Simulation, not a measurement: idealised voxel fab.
The document below concerns the process module designated voxel lift off.
Square cell edge 5 nm, section width 155 nm, ID cut.
Notation: cross-section as square-cell grid; stated in bands, top first, going down; one or more cell rows per band. Quick guide to a band line: top height, bottom height (nm) up front; then every material left to right with its width in nm. Only one material and it's marked "throughout"? Then it fills the band edge to edge. And "blank" just means empty space. Height datum 0, below which the as-received substrate wafer is one material. Lowest band open at the bottom, running downward: "0 down". The two numbers in a width such as "30..40" mark its ends across the band: the first belongs to the top row of cells, the second to the bottom row, and from each row to the next the width moves by the same amount. "remained the same" after a step means that no cell of the cross-section changed. Entry "Fully enclosed voids". Content: empty spaces with no open connection to the top, size 8 cells or greater. Each: width x height at distance. Distance: from left edge. Unit: nm. Where a step's line continues beyond its settings, the continuation is a remark by the simulator itself on that step. overlay nm: mask right of planned place by this much (step with mask). Neg. = left.

[Here's what the planned process steps look like]
1 RECEIVE | material Si
2 CONFORMAL_DEP | material SiN | thk nm 5
3 PATTERN | tone open | mask id LINES | material resist | width nm 15 | pitch nm 35 | thk nm 25 | overlay nm 0
4 DIRECTIONAL_DEP | material Ru | thk nm 15
5 STRIP | etch materials resist
6 CONFORMAL_DEP | material SiCN | thk nm 10
Among the wafers covered here, the point of difference is the thk nm at step 2; their starting state is shared, and the plan presents the value of the first wafer.

[Step 1 complete: as-received cross-section of the first of several wafers]
  0 down: Si throughout
  Fully enclosed voids: none

[Row per wafer, end-of-module: cell gain (+)/loss (-) by material since the wafer came in, then closed voids]
thk nm 5, +36 Ru, +110 SiCN, +31 SiN, Fully enclosed voids: none
thk nm 10, +36 Ru, +110 SiCN, +62 SiN, Fully enclosed voids: none
thk nm 15, +36 Ru, +110 SiCN, +93 SiN, Fully enclosed voids: none
thk nm 20, +36 Ru, +110 SiCN, +124 SiN, Fully enclosed voids: none
thk nm 25, +36 Ru, +110 SiCN, +155 SiN, Fully enclosed voids: none
